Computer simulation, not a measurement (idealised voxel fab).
Documented hereafter: the process module known as voxel transistor to metal.
Cross-section cut: width 185 nm, square cells of 5 nm.
Bands, listed from the top down, are how a cross-section gets written in this document; the cross-section itself is a grid of square cells, and a band is one or more rows of them.
What a band's entry tells you: where the top is and where the bottom is, as heights in nm, and after that what lies inside, material by material from left to right, each with its width in nm. Empty space is written as the word "blank", and a single material marked with the word "throughout" occupies the band from edge to edge.
Below 0: as-received wafer, all one material; heights counted from there. Lowest band: no bottom, goes on down, written "0 -> down".
Read "30->40" as a graded width: first number on top, second number at the bottom, same change between each pair of neighbouring rows.
It should be understood that the words "remained unchanged", when stated for a given step, signify that the cross-section underwent no change in any of its cells during that step.
Heads up: "Closed void inventory" only lists the empty pockets with no open path to the top that are 8 cells or more, and it writes them as width x height at distance, distance from the left edge, in nm.
after a step's settings: what the simulator itself notes on the step
"overlay nm" answers the question of how far to the right of plan the mask lay on a step that has a mask, and when it is negative the answer is to the left.
# Set out below are the planned steps of the process
1. RECEIVE,material Si
2. OXIDIZE,depth nm 5
3. CONFORMAL_DEP,material SiN,thk nm 10
4. MASKED_ETCH,tone cover,mask id ACTIVE,width nm 105,etch materials SiN,depth nm 10,overlay nm 0
5. MASKED_ETCH,tone cover,mask id ACTIVE,width nm 105,etch materials SiO2,depth nm 5,overlay nm 0
6. MASKED_ETCH,tone cover,mask id ACTIVE,width nm 105,etch materials Si,depth nm 35,overlay nm 0
7. FILL_DEP,material SiO2,thk nm 10
8. CMP,height nm 10
9. SELECTIVE_ETCH,etch materials SiO2,depth nm 10
10. STRIP,etch materials SiN
11. SELECTIVE_ETCH,etch materials SiO2,depth nm 5
12. OXIDIZE,depth nm 5
13. DIRECTIONAL_DEP,material polySi,thk nm 25
14. DIRECTIONAL_DEP,material SiCN,thk nm 10
15. MASKED_ETCH,tone cover,mask id GATE,width nm 15,etch materials SiCN,depth nm 20,overlay nm 0
16. MASKED_ETCH,tone cover,mask id GATE,width nm 15,etch materials polySi,depth nm 35,overlay nm 0
17. CONFORMAL_DEP,material SiO2,thk nm 5
18. DIRECTIONAL_ETCH,etch materials SiO2,depth nm 5
19. CONFORMAL_DEP,material SiN,thk nm 10
20. DIRECTIONAL_ETCH,etch materials SiN,depth nm 10
21. DIRECTIONAL_ETCH,etch materials SiO2,depth nm 5
22. EPI,material SiGe,thk nm 5
23. FILL_DEP,material SiO2,thk nm 10
24. CMP,height nm 30
25. DIRECTIONAL_DEP,material SiO2,thk nm 10
26. DIRECTIONAL_DEP,material aC,thk nm 10
27. PATTERN,tone open,mask id CONTACT,material resist,width nm 35,pitch nm 60,thk nm 25,overlay nm 0
28. DIRECTIONAL_ETCH,etch materials aC,depth nm 10
29. STRIP,etch materials resist
30. DIRECTIONAL_ETCH,etch materials SiO2,depth nm 45
31. STRIP,etch materials aC
32. CONFORMAL_DEP,material TiN,thk nm 5
33. FILL_DEP,material Ru,thk nm 10
34. CMP,height nm 40
35. CONFORMAL_DEP,material SiN,thk nm 5
36. DIRECTIONAL_DEP,material SiO2,thk nm 15
37. MASKED_ETCH,tone open,mask id METAL_1,width nm 20,pitch nm 75,etch materials SiO2,depth nm 15,overlay nm 0
38. MASKED_ETCH,tone open,mask id METAL_1,width nm 20,pitch nm 75,etch materials SiN,depth nm 5,overlay nm 0
39. CONFORMAL_DEP,material TiN,thk nm 5
40. FILL_DEP,material Ru,thk nm 10
41. CMP,height nm 60
42. CONFORMAL_DEP,material SiCN,thk nm 5
43. DIRECTIONAL_DEP,material SiO2,thk nm 30
44. MASKED_ETCH,tone open,mask id METAL_2,width nm 20,pitch nm 75,etch materials SiO2,depth nm 15,overlay nm 0
45. PATTERN,tone open,mask id METAL_2_HOLES,material resist,width nm 15,pitch nm 75,thk nm 20,overlay nm 0
46. DIRECTIONAL_ETCH,etch materials SiO2,depth nm 15
47. DIRECTIONAL_ETCH,etch materials SiCN,depth nm 5
48. STRIP,etch materials resist
49. CONFORMAL_DEP,material TiN,thk nm 5
50. FILL_DEP,material Ru,thk nm 5
51. CMP,height nm 95
52. CONFORMAL_DEP,material SiN,thk nm 5
# Cross-section, incoming material, after step 1
* 0 -> down | Si throughout
* Closed void inventory: none
# The plan above was carried out on the starting structure above with one mistake, and this cross-section shows the wafer at the end of the module
* 100 -> 95 | SiN throughout
* 95 -> 85 | 45 nm SiO2 | 5 nm TiN | 10 nm Ru | 5 nm TiN | 55 nm SiO2 | 5 nm TiN | 10 nm Ru | 5 nm TiN | 45 nm SiO2
* 85 -> 80 | 45 nm SiO2 | 5 nm TiN | 5 nm Ru | 10 nm TiN | 55 nm SiO2 | 5 nm TiN | 5 nm Ru | 10 nm TiN | 45 nm SiO2
* 80 -> 65 | 45 nm SiO2 | 5 nm TiN | 5 nm Ru | 5 nm TiN | 60 nm SiO2 | 5 nm TiN | 5 nm Ru | 5 nm TiN | 50 nm SiO2
* 65 -> 60 | 45 nm SiCN | 15 nm TiN | 60 nm SiCN | 15 nm TiN | 50 nm SiCN
* 60 -> 45 | 45 nm SiO2 | 5 nm TiN | 10 nm Ru | 5 nm TiN | 55 nm SiO2 | 5 nm TiN | 10 nm Ru | 5 nm TiN | 45 nm SiO2
* 45 -> 40 | 45 nm SiN | 20 nm TiN | 55 nm SiN | 20 nm TiN | 45 nm SiN
* 40 -> 30 | 45 nm SiO2 | 5 nm TiN | 25->15 nm Ru | 5->15 nm TiN | 25 nm SiO2 | 5->15 nm TiN | 25->15 nm Ru | 5 nm TiN | 45 nm SiO2
* 30 -> 25 | 45 nm SiO2 | 5 nm TiN | 15 nm Ru | 5 nm TiN | 10 nm SiN | 5 nm SiO2 | 15 nm SiCN | 5 nm SiO2 | 10 nm SiN | 5 nm TiN | 15 nm Ru | 5 nm TiN | 45 nm SiO2
* 25 -> 5 | 45 nm SiO2 | 5 nm TiN | 15 nm Ru | 5 nm TiN | 10 nm SiN | 5 nm SiO2 | 15 nm polySi | 5 nm SiO2 | 10 nm SiN | 5 nm TiN | 15 nm Ru | 5 nm TiN | 45 nm SiO2
* 5 -> 0 | 45 nm SiO2 | 25 nm TiN | 10 nm SiN | 5 nm SiO2 | 15 nm polySi | 5 nm SiO2 | 10 nm SiN | 25 nm TiN | 45 nm SiO2
* 0 -> -5 | 30 nm SiO2 | 10 nm SiN | 5 nm SiO2 | 25 nm SiGe | 45 nm SiO2 | 25 nm SiGe | 5 nm SiO2 | 10 nm SiN | 30 nm SiO2
* -5 -> -10 | 50 nm SiO2 | 85 nm Si | 50 nm SiO2
* -10 -> -40 | 40 nm SiO2 | 105 nm Si | 40 nm SiO2
* -40 -> down | Si throughout
* Closed void inventory: none
Against the plan, the run slipped here: steps 10 and 11 were swapped
